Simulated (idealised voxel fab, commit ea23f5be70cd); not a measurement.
Name of the process module below: voxel transistor to metal
For reference, the cross-section in this document is cut, with width 140 nm and square cells of 5 nm.
We lay out every cross-section as a grid of square cells and spell it out in bands from the top down, where one band means one or more rows of cells. Per band: top height and bottom height in nm, followed by the left-to-right materials and their widths in nm; "throughout" marks a single material spanning edge to edge, "empty" marks empty space. Where do heights start? At 0: under that level the wafer as delivered is made of one material only. And the lowest band has no floor; it just carries on downward, as in "z 0 and below". With a width like "30->40", each row of cells in the band differs from the next by the same amount, the top row carrying the first number and the bottom row the second. For the purposes of this document, the phrase "identical to before" attached to a step denotes that no cell within the cross-section was modified by that step. Entry "Voids, sealed". Content: empty spaces with no open connection to the top, size 8 cells or greater. Each: width x height at distance. Distance: from left edge. Unit: nm. Anything after a step's settings on that line? It's the simulator's own note about the step. What "overlay nm" on a step's line means: if the step has a mask, that mask lay this far to the right of its planned place, or, when the value is negative, to the left.
The process steps that were planned are listed below
1) op RECEIVE | material Si
2) op CONFORMAL_DEP | material SiO2 | thk nm 5
3) op CONFORMAL_DEP | material SiN | thk nm 10
4) op MASKED_ETCH | tone cover | mask id ACTIVE | width nm 110 | etch materials SiN | depth nm 10 | overlay nm 0
5) op MASKED_ETCH | tone cover | mask id ACTIVE | width nm 110 | etch materials SiO2 | depth nm 5 | overlay nm 0
6) op MASKED_ETCH | tone cover | mask id ACTIVE | width nm 110 | etch materials Si | depth nm 25 | overlay nm 0
7) op FILL_DEP | material SiO2 | thk nm 10
8) op CMP | height nm 15
9) op SELECTIVE_ETCH | etch materials SiO2 | depth nm 5
10) op STRIP | etch materials SiN
11) op SELECTIVE_ETCH | etch materials SiO2 | depth nm 5
12) op OXIDIZE | depth nm 5
13) op DIRECTIONAL_DEP | material polySi | thk nm 20
14) op DIRECTIONAL_DEP | material SiCN | thk nm 15
15) op PATTERN | tone cover | mask id GATE | material resist | width nm 20 | thk nm 15 | overlay nm 0
16) op DIRECTIONAL_ETCH | etch materials SiCN | depth nm 25
17) op DIRECTIONAL_ETCH | etch materials polySi | depth nm 30
18) op STRIP | etch materials resist
19) op CONFORMAL_DEP | material SiN | thk nm 5
20) op DIRECTIONAL_ETCH | etch materials SiN | depth nm 5
21) op DIRECTIONAL_ETCH | etch materials SiO2 | depth nm 5
22) op DIRECTIONAL_ETCH | etch materials Si | depth nm 5
23) op EPI | material pSi | thk nm 5
24) op FILL_DEP | material SiO2 | thk nm 10
25) op CMP | height nm 35
26) op DIRECTIONAL_DEP | material SiO2 | thk nm 10
27) op DIRECTIONAL_DEP | material aC | thk nm 15
28) op PATTERN | tone open | mask id CONTACT | material resist | width nm 30 | pitch nm 60 | thk nm 35 | overlay nm 0
29) op DIRECTIONAL_ETCH | etch materials aC | depth nm 15
30) op STRIP | etch materials resist
31) op DIRECTIONAL_ETCH | etch materials SiO2 | depth nm 50
32) op STRIP | etch materials aC
33) op CONFORMAL_DEP | material TiN | thk nm 5
34) op FILL_DEP | material W | thk nm 5
35) op CMP | height nm 45
36) op DIRECTIONAL_DEP | material TiN | thk nm 5
37) op DIRECTIONAL_DEP | material W | thk nm 20
38) op MASKED_ETCH | tone cover | mask id METAL_1 | width nm 15 | pitch nm 75 | etch materials W | depth nm 20 | overlay nm 0
39) op MASKED_ETCH | tone cover | mask id METAL_1 | width nm 15 | pitch nm 75 | etch materials TiN | depth nm 5 | overlay nm 0
40) op CONFORMAL_DEP | material SiN | thk nm 5
41) op FILL_DEP | material SiO2 | thk nm 5
42) op CMP | height nm 70
43) op CONFORMAL_DEP | material SiCN | thk nm 5
Received-state cross-section, reflecting completion of step 1
* z 0 and below: Si throughout
* Voids, sealed: none
Cross-section at module end, one run error; start and plan unchanged from above
* z 75 to 70: SiCN throughout
* z 70 to 50: W (20)  SiN (5)  W (15)  SiN (5)  W (50)  SiN (5)  W (15)  SiN (5)  W (20)
* z 50 to 45: SiN (25)  TiN (15)  SiN (60)  TiN (15)  SiN (25)
* z 45 to 35: SiO2 (25)  TiN (5)  W (20)  TiN (5)  SiO2 (30)  TiN (5)  W (20)  TiN (5)  SiO2 (25)
* z 35 to 20: SiO2 (25)  TiN (5)  W (20)  TiN (5)  SiN (5)  SiCN (20)  SiN (5)  TiN (5)  W (20)  TiN (5)  SiO2 (25)
* z 20 to 5: SiO2 (25)  TiN (5)  W (20)  TiN (5)  SiN (5)  polySi (20)  SiN (5)  TiN (5)  W (20)  TiN (5)  SiO2 (25)
* z 5 to 0: SiO2 (10)  SiN (5)  SiO2 (10)  TiN (5)  W (15)  TiN (10)  SiN (5)  polySi (20)  SiN (5)  TiN (10)  W (15)  TiN (5)  SiO2 (10)  SiN (5)  SiO2 (10)
* z 0 to -5: SiO2 (25)  TiN (25)  pSi (5)  SiO2 (30)  pSi (5)  TiN (25)  SiO2 (25)
* z -5 to -10: SiO2 (15)  pSi (40)  Si (30)  pSi (40)  SiO2 (15)
* z -10 to -25: SiO2 (15)  Si (110)  SiO2 (15)
* z -25 and below: Si throughout
* Voids, sealed: none
Processing error: step 41 ran differently from the plan; actual operation with settings: op FILL_DEP | material W | thk nm 5
